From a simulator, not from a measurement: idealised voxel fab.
Process module, titled voxel wiring stack
Cross-section cut: width 270 nm, square cells of 5 nm.
Cross-section = grid of square cells, listed top down in bands; band = one or more rows.
A band entry consists of two parts. The first gives the height of the band's top and the height of its bottom, in nm. The rest lists the band's materials from left to right, each with its width in nm. A single material labelled with the word "throughout" fills the band from edge to edge, and the word "empty" marks empty space.
Height reference: 0 = level under which incoming wafer is all one material. Lowest band: no bottom, runs on downward, e.g. "0 -> down".
The two numbers in a width such as "30->40" mark its ends across the band: the first belongs to the top row of cells, the second to the bottom row, and from each row to the next the width moves by the same amount.
"remained the same" for a step: no cell of the cross-section changed in that step.
"Completely enclosed voids" lists enclosed empty spaces (at least 8 cells, no open path upward to the top), each as width x height at distance from the left edge, in nm.
Formally, on a step line, whatever follows the settings is a remark that the simulator itself makes on the step.
overlay nm: where the mask lay relative to plan, measured to the right, on steps with a mask; negatives go left.
**Steps planned for the process**
step 1: RECEIVE,material Si
step 2: CONFORMAL_DEP,material SiO2,thk nm 15
step 3: CONFORMAL_DEP,material SiCN,thk nm 5
step 4: DIRECTIONAL_DEP,material SiO2,thk nm 15
step 5: PATTERN,tone open,mask id METAL_1,material resist,width nm 20,pitch nm 45,thk nm 15,overlay nm 0
step 6: DIRECTIONAL_ETCH,etch materials SiO2,depth nm 15
step 7: DIRECTIONAL_ETCH,etch materials SiCN,depth nm 5
step 8: STRIP,etch materials resist
step 9: CONFORMAL_DEP,material TiN,thk nm 5
step 10: FILL_DEP,material Cu,thk nm 10
step 11: CMP,height nm 35
step 12: CONFORMAL_DEP,material SiCN,thk nm 5
step 13: DIRECTIONAL_DEP,material SiO2,thk nm 35
step 14: PATTERN,tone open,mask id METAL_2_HOLES,material resist,width nm 15,pitch nm 90,thk nm 15,overlay nm 0
step 15: DIRECTIONAL_ETCH,etch materials SiO2,depth nm 35
step 16: STRIP,etch materials resist
step 17: PATTERN,tone open,mask id METAL_2,material resist,width nm 20,pitch nm 45,thk nm 15,overlay nm 0
step 18: DIRECTIONAL_ETCH,etch materials SiO2,depth nm 20
step 19: DIRECTIONAL_ETCH,etch materials SiCN,depth nm 5
step 20: STRIP,etch materials resist
step 21: CONFORMAL_DEP,material TiN,thk nm 5
step 22: FILL_DEP,material Cu,thk nm 5
step 23: CMP,height nm 75
step 24: CONFORMAL_DEP,material SiCN,thk nm 5
**Shown in cross-section is the wafer as received, that is, as it stands after step 1**
0 -> down | Si throughout
Completely enclosed voids: none
**Module complete - cross-section of the first of two wafers, run according to plan**
80 -> 75 | SiCN throughout
75 -> 60 | SiO2 (80) | TiN (5) | Cu (10) | TiN (5) | SiO2 (25) | TiN (5) | Cu (10) | TiN (5) | SiO2 (25) | TiN (5) | Cu (10) | TiN (5) | SiO2 (80)
60 -> 55 | SiO2 (80) | TiN (5) | Cu (5) | TiN (10) | SiO2 (25) | TiN (20) | SiO2 (25) | TiN (5) | Cu (5) | TiN (10) | SiO2 (80)
55 -> 40 | SiO2 (80) | TiN (5) | Cu (5) | TiN (5) | SiO2 (75) | TiN (5) | Cu (5) | TiN (5) | SiO2 (85)
40 -> 35 | SiCN (80) | TiN (15) | SiCN (75) | TiN (15) | SiCN (85)
35 -> 20 | SiO2 (80) | TiN (5) | Cu (10) | TiN (5) | SiO2 (25) | TiN (5) | Cu (10) | TiN (5) | SiO2 (25) | TiN (5) | Cu (10) | TiN (5) | SiO2 (80)
20 -> 15 | SiCN (80) | TiN (20) | SiCN (25) | TiN (20) | SiCN (25) | TiN (20) | SiCN (80)
15 -> 0 | SiO2 throughout
0 -> down | Si throughout
Completely enclosed voids: none
**Cross-sectional view: second of two wafers, end of module; start and plan identical to the first, one mistake in running**
80 -> 75 | SiCN throughout
75 -> 60 | SiO2 (80) | TiN (5) | Cu (10) | TiN (5) | SiO2 (25) | TiN (5) | Cu (10) | TiN (5) | SiO2 (25) | TiN (5) | Cu (10) | TiN (5) | SiO2 (80)
60 -> 55 | SiO2 (80) | TiN (5) | Cu (5) | TiN (10) | SiO2 (25) | TiN (20) | SiO2 (25) | TiN (5) | Cu (5) | TiN (10) | SiO2 (80)
55 -> 40 | SiO2 (80) | TiN (5) | Cu (5) | TiN (5) | SiO2 (75) | TiN (5) | Cu (5) | TiN (5) | SiO2 (85)
40 -> 35 | SiCN (80) | TiN (15) | SiCN (75) | TiN (15) | SiCN (85)
35 -> 30 | TiN (85) | Cu (10) | TiN (35) | Cu (10) | TiN (35) | Cu (10) | TiN (85)
30 -> 20 | SiO2 (80) | TiN (5) | Cu (10) | TiN (5) | SiO2 (25) | TiN (5) | Cu (10) | TiN (5) | SiO2 (25) | TiN (5) | Cu (10) | TiN (5) | SiO2 (80)
20 -> 15 | SiO2 (80) | TiN (20) | SiO2 (25) | TiN (20) | SiO2 (25) | TiN (20) | SiO2 (80)
15 -> 0 | SiO2 throughout
0 -> down | Si throughout
Completely enclosed voids: none
So what did we get wrong on this run? with respect to the plan, step 3 was omitted and not executed
Counted in cells at the end, the second wafer holds more or fewer of these materials than the first: SiCN: 42 fewer, TiN: 42 more
